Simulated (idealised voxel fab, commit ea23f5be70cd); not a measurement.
This is a process module. Its name is voxel wiring stack.
Each square cell in cross-section cut measures 5 nm, and the section as a whole is 165 nm wide.
The cross-sections in this document take the form of a grid made of square cells. They are written out as bands, in order from top to bottom. Each band consists of one or more rows of cells. Band: top and bottom heights (nm) first, top before bottom; then materials from left to right, widths in nm. "full width" marks a sole material filling the band edge to edge. "air" denotes empty space. Convention: height 0 is the level below which the wafer, as received, is all one material. The lowest band does not terminate at the bottom but continues downward, represented as "from 0 down". The expression "30..40" gives the width at the extremes of the band, the first number at its top row of cells and the second at its bottom row, with the width changing by equal amounts from each row to the next in between. Key: "no alteration" - step with no changed cell in the cross-section. The entry "Closed-off voids" lists the empty spaces that cover at least 8 cells and have no open path to the top. Each is written as width x height at distance, where the distance is measured from the left edge and all three values are in nm. The remark found on a step's line after its settings is issued by the simulator itself and pertains to that step. For masked steps, "overlay nm" on the step line gives how far right of plan the mask actually lay; a minus sign means it lay to the left.

The process steps that were planned are listed below:
- 1: RECEIVE with material Si
- 2: CONFORMAL_DEP with material SiO2, thk nm 15
- 3: CONFORMAL_DEP with material SiCN, thk nm 5
- 4: DIRECTIONAL_DEP with material SiO2, thk nm 20
- 5: PATTERN with tone open, mask id METAL_1, material resist, width nm 25, pitch nm 50, thk nm 20, overlay nm 0
- 6: DIRECTIONAL_ETCH with etch materials SiO2, depth nm 20
- 7: DIRECTIONAL_ETCH with etch materials SiCN, depth nm 5
- 8: STRIP with etch materials resist
- 9: CONFORMAL_DEP with material TiN, thk nm 5
- 10: FILL_DEP with material Cu, thk nm 10
- 11: CMP with height nm 40
- 12: EPI with material Ru, thk nm 5
- 13: FILL_DEP with material SiCN, thk nm 5
- 14: DIRECTIONAL_DEP with material SiO2, thk nm 15
- 15: DIRECTIONAL_DEP with material aC, thk nm 10
- 16: PATTERN with tone open, mask id PLUG_1, material resist, width nm 15, thk nm 25, overlay nm 0
- 17: DIRECTIONAL_ETCH with etch materials aC, depth nm 10
- 18: STRIP with etch materials resist
- 19: DIRECTIONAL_ETCH with etch materials SiO2, depth nm 15
- 20: DIRECTIONAL_ETCH with etch materials SiCN, depth nm 5
- 21: STRIP with etch materials aC
- 22: CONFORMAL_DEP with material TiN, thk nm 5
- 23: FILL_DEP with material Cu, thk nm 5
- 24: CMP with height nm 65
- 25: DIRECTIONAL_DEP with material TiN, thk nm 5
- 26: DIRECTIONAL_DEP with material W, thk nm 15
- 27: MASKED_ETCH with tone cover, mask id METAL_2, width nm 25, pitch nm 50, etch materials W, depth nm 15, overlay nm 0
- 28: MASKED_ETCH with tone cover, mask id METAL_2, width nm 25, pitch nm 50, etch materials TiN, depth nm 5, overlay nm 0
- 29: FILL_DEP with material lowk, thk nm 10
- 30: CMP with height nm 85
- 31: CONFORMAL_DEP with material SiCN, thk nm 5
- 32: DIRECTIONAL_DEP with material lowk, thk nm 25
- 33: DIRECTIONAL_DEP with material aC, thk nm 10
- 34: PATTERN with tone open, mask id METAL_3_HOLES, material resist, width nm 15, thk nm 30, overlay nm 0
- 35: DIRECTIONAL_ETCH with etch materials aC, depth nm 10
- 36: STRIP with etch materials resist
- 37: DIRECTIONAL_ETCH with etch materials lowk, depth nm 25
- 38: STRIP with etch materials aC
- 39: MASKED_ETCH with tone open, mask id METAL_3, width nm 25, pitch nm 50, etch materials lowk, depth nm 15, overlay nm 0
- 40: MASKED_ETCH with tone open, mask id METAL_3, width nm 25, pitch nm 50, etch materials SiCN, depth nm 5, overlay nm 0
- 41: CONFORMAL_DEP with material TiN, thk nm 5
- 42: FILL_DEP with material Ru, thk nm 5
- 43: CMP with height nm 115
- 44: CONFORMAL_DEP with material SiCN, thk nm 5
- 45: DIRECTIONAL_DEP with material SiO2, thk nm 30
- 46: DIRECTIONAL_DEP with material aC, thk nm 15
- 47: PATTERN with tone open, mask id METAL_4_HOLES, material resist, width nm 15, pitch nm 50, thk nm 30, overlay nm 0
- 48: DIRECTIONAL_ETCH with etch materials aC, depth nm 15
- 49: STRIP with etch materials resist
- 50: DIRECTIONAL_ETCH with etch materials SiO2, depth nm 30
- 51: STRIP with etch materials aC
- 52: DIRECTIONAL_DEP with material aC, thk nm 15
- 53: PATTERN with tone open, mask id METAL_4, material resist, width nm 25, pitch nm 50, thk nm 30, overlay nm 0
- 54: DIRECTIONAL_ETCH with etch materials aC, depth nm 15
- 55: STRIP with etch materials resist
- 56: DIRECTIONAL_ETCH with etch materials SiO2, depth nm 15
- 57: DIRECTIONAL_ETCH with etch materials SiCN, depth nm 5
- 58: STRIP with etch materials aC
- 59: CONFORMAL_DEP with material TiN, thk nm 5
- 60: FILL_DEP with material Cu, thk nm 5
- 61: CMP with height nm 150
- 62: CONFORMAL_DEP with material SiN, thk nm 5

Step 1 complete: cross-section of the wafer as received:
- from 0 down | Si full width
- Closed-off voids: none

End-of-module XS, first of two wafers, run as planned:
- from 155 to 150 | SiN full width
- from 150 to 140 | SiO2: 45, then TiN: 5, then Cu: 15, then TiN: 5, then SiO2: 25, then TiN: 5, then Cu: 15, then TiN: 5, then SiO2: 45
- from 140 to 135 | SiO2: 45, then TiN: 5, then Cu: 5, then TiN: 15, then SiO2: 25, then TiN: 5, then Cu: 5, then TiN: 15, then SiO2: 45
- from 135 to 120 | SiO2: 45, then TiN: 5, then Cu: 5, then TiN: 5, then SiO2: 35, then TiN: 5, then Cu: 5, then TiN: 5, then SiO2: 55
- from 120 to 115 | SiCN: 45, then TiN: 15, then SiCN: 35, then TiN: 15, then SiCN: 55
- from 115 to 105 | lowk: 45, then TiN: 5, then Ru: 15, then TiN: 5, then lowk: 25, then TiN: 5, then Ru: 15, then TiN: 5, then lowk: 45
- from 105 to 100 | lowk: 45, then TiN: 5, then Ru: 5, then TiN: 15, then lowk: 25, then TiN: 25, then lowk: 45
- from 100 to 90 | lowk: 45, then TiN: 5, then Ru: 5, then TiN: 5, then lowk: 105
- from 90 to 85 | SiCN: 45, then TiN: 15, then SiCN: 105
- from 85 to 70 | lowk: 45, then W: 25, then lowk: 25, then W: 25, then lowk: 45
- from 70 to 65 | lowk: 45, then TiN: 25, then lowk: 25, then TiN: 25, then lowk: 45
- from 65 to 50 | SiO2: 45, then TiN: 5, then Cu: 5, then TiN: 5, then SiO2: 105
- from 50 to 45 | SiCN: 45, then TiN: 15, then SiCN: 105
- from 45 to 40 | SiCN: 40, then Ru: 35, then SiCN: 15, then Ru: 35, then SiCN: 40
- from 40 to 20 | SiO2: 45, then TiN: 5, then Cu: 15, then TiN: 5, then SiO2: 25, then TiN: 5, then Cu: 15, then TiN: 5, then SiO2: 45
- from 20 to 15 | SiCN: 45, then TiN: 25, then SiCN: 25, then TiN: 25, then SiCN: 45
- from 15 to 0 | SiO2 full width
- from 0 down | Si full width
- Closed-off voids: none

The second wafer, shown in cross-section after the module: started the same way as the first and given the same plan, yet one mistake crept into how it was run:
- from 155 to 150 | SiN full width
- from 150 to 140 | SiO2: 45, then TiN: 5, then Cu: 15, then TiN: 5, then SiO2: 25, then TiN: 5, then Cu: 15, then TiN: 5, then SiO2: 45
- from 140 to 135 | SiO2: 45, then TiN: 5, then Cu: 5, then TiN: 15, then SiO2: 25, then TiN: 5, then Cu: 5, then TiN: 15, then SiO2: 45
- from 135 to 120 | SiO2: 45, then TiN: 5, then Cu: 5, then TiN: 5, then SiO2: 35, then TiN: 5, then Cu: 5, then TiN: 5, then SiO2: 55
- from 120 to 115 | SiCN: 45, then TiN: 15, then SiCN: 35, then TiN: 15, then SiCN: 55
- from 115 to 105 | lowk: 45, then TiN: 5, then Ru: 15, then TiN: 5, then lowk: 25, then TiN: 5, then Ru: 15, then TiN: 5, then lowk: 45
- from 105 to 100 | lowk: 45, then TiN: 5, then Ru: 5, then TiN: 15, then lowk: 25, then TiN: 25, then lowk: 45
- from 100 to 90 | lowk: 45, then TiN: 5, then Ru: 5, then TiN: 5, then lowk: 105
- from 90 to 85 | SiCN: 45, then TiN: 15, then SiCN: 105
- from 85 to 70 | lowk: 45, then W: 25, then lowk: 25, then W: 25, then lowk: 45
- from 70 to 65 | lowk: 45, then TiN: 25, then lowk: 25, then TiN: 25, then lowk: 45
- from 65 to 50 | SiO2: 45, then TiN: 5, then Cu: 5, then TiN: 5, then SiO2: 105
- from 50 to 45 | SiCN: 45, then TiN: 15, then SiCN: 105
- from 45 to 40 | SiCN: 40, then Ru: 35, then SiCN: 15, then Ru: 35, then SiCN: 40
- from 40 to 20 | SiO2: 45, then TiN: 5, then Cu: 15, then TiN: 5, then SiO2: 25, then TiN: 5, then Cu: 15, then TiN: 5, then SiO2: 45
- from 20 to 15 | SiCN: 45, then TiN: 25, then SiCN: 25, then TiN: 25, then SiCN: 45
- from 15 to 0 | lowk full width
- from 0 down | Si full width
- Closed-off voids: none
What went wrong in running the wafer? contrary to plan, step 2 was performed as CONFORMAL_DEP with material lowk, thk nm 15
FYI, end of process, the second wafer has more or fewer cells of some materials than the first: -99 SiO2 | +99 lowk
